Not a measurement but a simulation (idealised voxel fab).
process module | voxel air gaps
cross-section cut | 250 nm wide | cells 5 nm
A cross-section is a grid of square cells, given in bands from the top down. A band is one or more rows of cells.
Each band's line starts with the height of the band's top and of its bottom, in nm. Then come its materials from left to right, each with its width in nm. One material with "throughout" fills the band from edge to edge. "air" is empty space.
Height 0 is the level under which the wafer as received is all one material. The lowest band goes on downwards, as in "0 down".
A width such as "30 to 40" changes by the same amount from each row of cells to the next, from the band's top row to its bottom row.
"no change" after a step means that no cell of the cross-section changed.
closed voids: empty space of 8 cells or more with no open way to the top, each as width x height at its distance from the left edge, in nm
after a step's settings: what the simulator itself notes on the step
overlay nm, on a step with a mask: how far to the right of its planned place the mask lay; to the left if negative
plan
1 op RECEIVE | material Si
2 op CONFORMAL_DEP | material SiO2 | thk nm 10
3 op CONFORMAL_DEP | material SiN | thk nm 5
4 op DIRECTIONAL_DEP | material SiO2 | thk nm 30
5 op PATTERN | tone open | mask id LINES | material resist | width nm 25 | pitch nm 55 | thk nm 20 | overlay nm 0
6 op DIRECTIONAL_ETCH | etch materials SiO2 | depth nm 30
7 op STRIP | etch materials resist
8 op CONFORMAL_DEP | material TiN | thk nm 5
9 op FILL_DEP | material W | thk nm 5
10 op CMP | height nm 45
11 op EPI | material Ru | thk nm 10
12 op SELECTIVE_ETCH | etch materials SiO2 | depth nm 40
13 op CONFORMAL_DEP | material SiCN | thk nm 5
as received, after step 1
  0 down: Si throughout
  closed voids: none
a wafer at the end: this start, this plan, one mistake
  60 to 55: air 15 | SiCN 220 | air 15
  55 to 45: air 15 | SiCN 5 | Ru 45 | SiCN 10 | Ru 45 | SiCN 10 | Ru 45 | SiCN 10 | Ru 45 | SiCN 5 | air 15
  45 to 40: air 15 | SiCN 15 | TiN 5 | W 15 | TiN 5 | SiCN 30 | TiN 5 | W 15 | TiN 5 | SiCN 30 | TiN 5 | W 15 | TiN 5 | SiCN 30 | TiN 5 | W 15 | TiN 5 | SiCN 15 | air 15
  40 to 30: air 25 | SiCN 5 | TiN 5 | W 15 | TiN 5 | SiCN 5 | air 20 | SiCN 5 | TiN 5 | W 15 | TiN 5 | SiCN 5 | air 20 | SiCN 5 | TiN 5 | W 15 | TiN 5 | SiCN 5 | air 20 | SiCN 5 | TiN 5 | W 15 | TiN 5 | SiCN 5 | air 25
  30 to 25: SiCN 30 | TiN 25 | SiCN 30 | TiN 25 | SiCN 30 | TiN 25 | SiCN 30 | TiN 25 | SiCN 30
  25 to 10: SiN throughout
  10 to 0: SiO2 throughout
  0 down: Si throughout
  closed voids: 20 x 10 at 60; 20 x 10 at 115; 20 x 10 at 170
what went wrong: step 3 ran as: op CONFORMAL_DEP | material SiN | thk nm 15
